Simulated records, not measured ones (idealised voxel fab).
This section sets out a process module, namely voxel gate over fins.
Cross-section cut spans 295 nm and uses square cells 5 nm in size.
Notation: cross-section as square-cell grid; stated in bands, top first, going down; one or more cell rows per band.
Read a band's entry like this: the first values are the height of its top and the height of its bottom in nm, and what follows is the sequence of materials from left to right, each with its width in nm. Note that "air" is empty space, and that a single material marked "throughout" reaches across the band from edge to edge.
Basically, 0 is our baseline, since under it the wafer straight out of the box is all one material. The bottom band has no lower end and keeps on going down, so it looks like "top 0, no bottom".
Per-row width for "30 to 40": begins at first number (top row of band), ends at second number (bottom row), increment between rows held constant.
What does "remained the same" mean for a step? It means no cell of the cross-section changed in that step.
In "Voids, fully enclosed" the enclosed voids are listed, meaning empty spaces of 8 cells or larger without any opening to the top. The form is width x height at distance, distance from the left edge, units nm.
Past the settings on a step's line: simulator remark, on that step.
The line of a step may include "overlay nm". On a step with a mask, this value is how far to the right of its planned place the mask lay. A negative value means the mask lay to the left.
[This section lists the process steps that were planned]
1,RECEIVE (material Si)
2,CONFORMAL_DEP (material SiN; thk nm 5)
3,MASKED_ETCH (tone cover; mask id FINS; width nm 15; pitch nm 40; etch materials SiN; depth nm 5; overlay nm 0)
4,MASKED_ETCH (tone cover; mask id FINS; width nm 15; pitch nm 40; etch materials Si; depth nm 30; overlay nm 0)
5,FILL_DEP (material SiO2; thk nm 5)
6,CMP (height nm -5)
7,SELECTIVE_ETCH (etch materials SiO2; depth nm 20)
8,STRIP (etch materials SiN)
9,CONFORMAL_DEP (material HfO2; thk nm 5)
10,CONFORMAL_DEP (material TiN; thk nm 5)
11,CONFORMAL_DEP (material TiAl; thk nm 5)
12,CONFORMAL_DEP (material TiN; thk nm 5)
13,FILL_DEP (material W; thk nm 15)
14,CMP (height nm 30)
15,CONFORMAL_DEP (material SiN; thk nm 5)
Keep in mind the plan's value for the height nm of step 6 comes from the first wafer; the wafers don't share that setting, but they do share the same starting point.
[The first of several wafers, as received after step 1, seen in section]
top 0, no bottom = Si throughout
Voids, fully enclosed: none
[Here is the cross-section of the first of several wafers at the end of the module, after its last step, step 15]
top 35, bottom 30 = SiN throughout
top 30, bottom 15 = W throughout
top 15, bottom 10 = 60 of W | 175 of TiN | 60 of W
top 10, bottom 5 = 60 of W | 5 of TiN | 165 of TiAl | 5 of TiN | 60 of W
top 5, bottom 0 = 60 of W | 5 of TiN | 5 of TiAl | 35 of TiN | 5 of TiAl | 35 of TiN | 5 of TiAl | 35 of TiN | 5 of TiAl | 35 of TiN | 5 of TiAl | 5 of TiN | 60 of W
top 0, bottom -5 = 60 of W | 5 of TiN | 5 of TiAl | 5 of TiN | 25 of HfO2 | 5 of TiN | 5 of TiAl | 5 of TiN | 25 of HfO2 | 5 of TiN | 5 of TiAl | 5 of TiN | 25 of HfO2 | 5 of TiN | 5 of TiAl | 5 of TiN | 25 of HfO2 | 5 of TiN | 5 of TiAl | 5 of TiN | 60 of W
top -5, bottom -10 = 65 of TiN | 5 of TiAl | 5 of TiN | 5 of HfO2 | 15 of Si | 5 of HfO2 | 5 of TiN | 5 of TiAl | 5 of TiN | 5 of HfO2 | 15 of Si | 5 of HfO2 | 5 of TiN | 5 of TiAl | 5 of TiN | 5 of HfO2 | 15 of Si | 5 of HfO2 | 5 of TiN | 5 of TiAl | 5 of TiN | 5 of HfO2 | 15 of Si | 5 of HfO2 | 5 of TiN | 5 of TiAl | 65 of TiN
top -10, bottom -15 = 70 of TiAl | 5 of TiN | 5 of HfO2 | 15 of Si | 5 of HfO2 | 5 of TiN | 5 of TiAl | 5 of TiN | 5 of HfO2 | 15 of Si | 5 of HfO2 | 5 of TiN | 5 of TiAl | 5 of TiN | 5 of HfO2 | 15 of Si | 5 of HfO2 | 5 of TiN | 5 of TiAl | 5 of TiN | 5 of HfO2 | 15 of Si | 5 of HfO2 | 5 of TiN | 70 of TiAl
top -15, bottom -20 = 75 of TiN | 5 of HfO2 | 15 of Si | 5 of HfO2 | 15 of TiN | 5 of HfO2 | 15 of Si | 5 of HfO2 | 15 of TiN | 5 of HfO2 | 15 of Si | 5 of HfO2 | 15 of TiN | 5 of HfO2 | 15 of Si | 5 of HfO2 | 75 of TiN
top -20, bottom -25 = 80 of HfO2 | 15 of Si | 25 of HfO2 | 15 of Si | 25 of HfO2 | 15 of Si | 25 of HfO2 | 15 of Si | 80 of HfO2
top -25, bottom -30 = 80 of SiO2 | 15 of Si | 25 of SiO2 | 15 of Si | 25 of SiO2 | 15 of Si | 25 of SiO2 | 15 of Si | 80 of SiO2
top -30, no bottom = Si throughout
Voids, fully enclosed: none
[last wafer at the end]
top 35, bottom 30 = SiN throughout
top 30, bottom 20 = W throughout
top 20, bottom 15 = 60 of W | 175 of TiN | 60 of W
top 15, bottom 10 = 60 of W | 5 of TiN | 165 of TiAl | 5 of TiN | 60 of W
top 10, bottom 5 = 65 of TiN | 5 of TiAl | 35 of TiN | 5 of TiAl | 35 of TiN | 5 of TiAl | 35 of TiN | 5 of TiAl | 35 of TiN | 5 of TiAl | 65 of TiN
top 5, bottom 0 = 70 of TiAl | 5 of TiN | 25 of HfO2 | 5 of TiN | 5 of TiAl | 5 of TiN | 25 of HfO2 | 5 of TiN | 5 of TiAl | 5 of TiN | 25 of HfO2 | 5 of TiN | 5 of TiAl | 5 of TiN | 25 of HfO2 | 5 of TiN | 70 of TiAl
top 0, bottom -5 = 75 of TiN | 5 of HfO2 | 15 of Si | 5 of HfO2 | 15 of TiN | 5 of HfO2 | 15 of Si | 5 of HfO2 | 15 of TiN | 5 of HfO2 | 15 of Si | 5 of HfO2 | 15 of TiN | 5 of HfO2 | 15 of Si | 5 of HfO2 | 75 of TiN
top -5, bottom -10 = 80 of HfO2 | 15 of Si | 25 of HfO2 | 15 of Si | 25 of HfO2 | 15 of Si | 25 of HfO2 | 15 of Si | 80 of HfO2
top -10, bottom -30 = 80 of SiO2 | 15 of Si | 25 of SiO2 | 15 of Si | 25 of SiO2 | 15 of Si | 25 of SiO2 | 15 of Si | 80 of SiO2
top -30, no bottom = Si throughout
Voids, fully enclosed: none
[For your reference, the table is organized with a row per wafer; each row reflects the wafer at the end of the module, indicating for each material the cells gained (+) or lost (-) since receipt, and thereafter its closed voids]
height nm -5 | +91 HfO2 | -294 Si | +59 SiN | +47 SiO2 | +79 TiAl | +158 TiN | +273 W | Voids, fully enclosed: none
height nm 0 | +91 HfO2 | -282 Si | +59 SiN | +94 SiO2 | +79 TiAl | +158 TiN | +214 W | Voids, fully enclosed: none
height nm 5 | +83 HfO2 | -282 Si | +59 SiN | +141 SiO2 | +74 TiAl | +148 TiN | +190 W | Voids, fully enclosed: none
height nm 10 | +75 HfO2 | -282 Si | +59 SiN | +188 SiO2 | +69 TiAl | +138 TiN | +166 W | Voids, fully enclosed: none
